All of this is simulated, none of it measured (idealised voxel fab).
Process module name: voxel capacitor over wiring
This is section cut - it's 200 nm across, gridded in 5 nm square cells.
Think of the cross-section as a grid of square cells. We describe it in bands, top to bottom, and each band covers one or more rows of those cells.
Band: top height; bottom height; in nm. Then, left to right: material with width in nm, for each material. "throughout": a single material spanning edge to edge. "air": empty space.
Height reference: 0 = level under which incoming wafer is all one material. Lowest band: no bottom, runs on downward, e.g. "top 0, no bottom".
Read "30 to 40" as a graded width: first number on top, second number at the bottom, same change between each pair of neighbouring rows.
Basically "left unchanged" means that step didn't change any cell in the cross-section.
"Fully enclosed voids" - sealed voids, min. 8 cells, no opening to top; format: width x height at distance (distance from left edge; nm throughout).
If you see something after the settings on a step's line, that's the simulator's own remark about that step.
"overlay nm" on a masked step: distance the mask lay right of its planned place, negative for left.
**Planned step list for the process**
1 RECEIVE with material Si
2 CONFORMAL_DEP with material SiO2, thk nm 15
3 DIRECTIONAL_DEP with material TiN, thk nm 5
4 DIRECTIONAL_DEP with material W, thk nm 20
5 PATTERN with tone cover, mask id METAL_1, material resist, width nm 20, pitch nm 80, thk nm 15, overlay nm 0
6 DIRECTIONAL_ETCH with etch materials W, depth nm 20
7 DIRECTIONAL_ETCH with etch materials TiN, depth nm 5
8 STRIP with etch materials resist
9 CONFORMAL_DEP with material SiN, thk nm 5
10 FILL_DEP with material lowk, thk nm 10
11 CMP with height nm 40
12 CONFORMAL_DEP with material SiCN, thk nm 5
13 DIRECTIONAL_DEP with material SiO2, thk nm 20
14 MASKED_ETCH with tone open, mask id PLUG_1, width nm 15, etch materials SiO2, depth nm 20, overlay nm 0
15 MASKED_ETCH with tone open, mask id PLUG_1, width nm 15, etch materials SiCN, depth nm 5, overlay nm 0
16 CONFORMAL_DEP with material TiN, thk nm 5
17 FILL_DEP with material W, thk nm 10
18 CMP with height nm 65
19 DIRECTIONAL_DEP with material TiN, thk nm 5
20 DIRECTIONAL_DEP with material Al2O3, thk nm 5
21 DIRECTIONAL_DEP with material TiN, thk nm 10
22 MASKED_ETCH with tone cover, mask id UPPER_PLATE, width nm 65, etch materials TiN, depth nm 10, overlay nm 0
23 MASKED_ETCH with tone cover, mask id UPPER_PLATE, width nm 65, etch materials Al2O3, depth nm 5, overlay nm 0
24 DIRECTIONAL_DEP with material aC, thk nm 15
25 PATTERN with tone cover, mask id LOWER_PLATE, material resist, width nm 75, thk nm 35, overlay nm 0
26 DIRECTIONAL_ETCH with etch materials aC, depth nm 15
27 STRIP with etch materials resist
28 DIRECTIONAL_ETCH with etch materials TiN, depth nm 5
29 STRIP with etch materials aC
30 FILL_DEP with material SiO2, thk nm 15
31 CMP with height nm 95
32 MASKED_ETCH with tone open, mask id PLUG_2, width nm 15, etch materials SiO2, depth nm 10, overlay nm 0
33 CONFORMAL_DEP with material TiN, thk nm 5
34 FILL_DEP with material W, thk nm 5
35 CMP with height nm 95
36 CONFORMAL_DEP with material SiN, thk nm 5
**Incoming wafer, cross-sectional view, post step 1**
	top 0, no bottom = Si throughout
	Fully enclosed voids: none
**Cross-section, end of module. Start: as above. Plan: as above. Execution: one mistake**
	top 100, bottom 95 = SiN throughout
	top 95, bottom 90 = SiO2 65; TiN 5; W 5; TiN 5; SiO2 120
	top 90, bottom 85 = SiO2 65; TiN 15; SiO2 120
	top 85, bottom 75 = SiO2 55; TiN 65; SiO2 80
	top 75, bottom 70 = SiO2 55; Al2O3 65; SiO2 80
	top 70, bottom 65 = SiO2 50; TiN 75; SiO2 75
	top 65, bottom 45 = SiO2 55; TiN 5; W 5; TiN 5; SiO2 130
	top 45, bottom 40 = SiCN 55; TiN 15; SiCN 130
	top 40, bottom 35 = lowk 45; SiN 5; W 20; SiN 5; lowk 50; SiN 5; W 20; SiN 5; lowk 45
	top 35, bottom 30 = SiN 50; TiN 20; SiN 60; TiN 20; SiN 50
	top 30, bottom 0 = SiO2 throughout
	top 0, no bottom = Si throughout
	Fully enclosed voids: none
Finding, execution versus plan: twice, step 2 of the plan was run
